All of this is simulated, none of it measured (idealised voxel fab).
The following process module bears the name voxel capacitor over wiring.
FYI the section here is cut, 275 nm wide, cells are 5 nm squares.
If you're reading a cross-section in this doc, picture square cells in a grid; it comes to you as bands, top ones listed first down to the bottom, and a band can be one or more rows of cells.
Read a band's entry like this: the first values are the height of its top and the height of its bottom in nm, and what follows is the sequence of materials from left to right, each with its width in nm. Note that "empty" is empty space, and that a single material marked "throughout" reaches across the band from edge to edge.
Height 0 is the level under which the wafer as received is all one material. The lowest band goes on downwards, as in "top 0, no bottom".
Read "30->40" as a graded width: first number on top, second number at the bottom, same change between each pair of neighbouring rows.
"remained unchanged" -> step changed no cross-section cell.
Listed in "Voids, enclosed": every empty space of 8 or more cells without an open way to the top. Form: width x height at distance, the distance being from the left edge, all in nm.
Formally, on a step line, whatever follows the settings is a remark that the simulator itself makes on the step.
overlay nm: mask right of planned place by this much (step with mask). Neg. = left.

# Steps in the process plan
- 1: RECEIVE [material Si]
- 2: CONFORMAL_DEP [material SiO2] [thk nm 15]
- 3: DIRECTIONAL_DEP [material TiN] [thk nm 5]
- 4: DIRECTIONAL_DEP [material Ru] [thk nm 20]
- 5: MASKED_ETCH [tone cover] [mask id METAL_1] [width nm 20] [pitch nm 90] [etch materials Ru] [depth nm 20] [overlay nm 0]
- 6: MASKED_ETCH [tone cover] [mask id METAL_1] [width nm 20] [pitch nm 90] [etch materials TiN] [depth nm 5] [overlay nm 0]
- 7: FILL_DEP [material SiO2] [thk nm 5]
- 8: CMP [height nm 40]
- 9: CONFORMAL_DEP [material SiCN] [thk nm 5]
- 10: DIRECTIONAL_DEP [material lowk] [thk nm 20]
- 11: PATTERN [tone open] [mask id PLUG_1] [material resist] [width nm 15] [thk nm 20] [overlay nm 0]
- 12: DIRECTIONAL_ETCH [etch materials lowk] [depth nm 20]
- 13: DIRECTIONAL_ETCH [etch materials SiCN] [depth nm 5]
- 14: STRIP [etch materials resist]
- 15: CONFORMAL_DEP [material TiN] [thk nm 5]
- 16: FILL_DEP [material Cu] [thk nm 10]
- 17: CMP [height nm 65]
- 18: DIRECTIONAL_DEP [material TiN] [thk nm 10]
- 19: DIRECTIONAL_DEP [material SiN] [thk nm 5]
- 20: DIRECTIONAL_DEP [material TiN] [thk nm 5]
- 21: MASKED_ETCH [tone cover] [mask id UPPER_PLATE] [width nm 75] [etch materials TiN] [depth nm 5] [overlay nm 0]
- 22: MASKED_ETCH [tone cover] [mask id UPPER_PLATE] [width nm 75] [etch materials SiN] [depth nm 5] [overlay nm 0]
- 23: MASKED_ETCH [tone cover] [mask id LOWER_PLATE] [width nm 85] [etch materials TiN] [depth nm 10] [overlay nm 0]
- 24: FILL_DEP [material SiO2] [thk nm 15]
- 25: CMP [height nm 95]
- 26: PATTERN [tone open] [mask id PLUG_2] [material resist] [width nm 15] [thk nm 20] [overlay nm 0]
- 27: DIRECTIONAL_ETCH [etch materials SiO2] [depth nm 10]
- 28: STRIP [etch materials resist]
- 29: CONFORMAL_DEP [material TiN] [thk nm 5]
- 30: FILL_DEP [material W] [thk nm 5]
- 31: CMP [height nm 95]
- 32: CONFORMAL_DEP [material SiCN] [thk nm 5]

# Cross-sectional view of the wafer in its as-received condition, corresponding to the state after step 1
	top 0, no bottom = Si throughout
	Voids, enclosed: none

# This is how the wafer looks in cross-section once the module is done, given the starting state and plan above and one mistake in carrying the plan out
	top 100, bottom 95 = SiCN throughout
	top 95, bottom 90 = SiO2 95 | TiN 5 | W 5 | TiN 5 | SiO2 165
	top 90, bottom 80 = SiO2 95->85 | TiN 15->75 | SiO2 165->115
	top 80, bottom 75 = SiO2 85 | SiN 75 | SiO2 115
	top 75, bottom 65 = SiO2 80 | TiN 85 | SiO2 110
	top 65, bottom 45 = lowk 85 | TiN 5 | Cu 5 | TiN 5 | lowk 175
	top 45, bottom 40 = SiCN 85 | TiN 15 | SiCN 175
	top 40, bottom 35 = SiO2 80 | Ru 20 | SiO2 70 | Ru 20 | SiO2 85
	top 35, bottom 30 = SiO2 80 | TiN 20 | SiO2 70 | TiN 20 | SiO2 85
	top 30, bottom 0 = SiO2 throughout
	top 0, no bottom = Si throughout
	Voids, enclosed: none
Error vs. plan: twice, step 2 of the plan was run
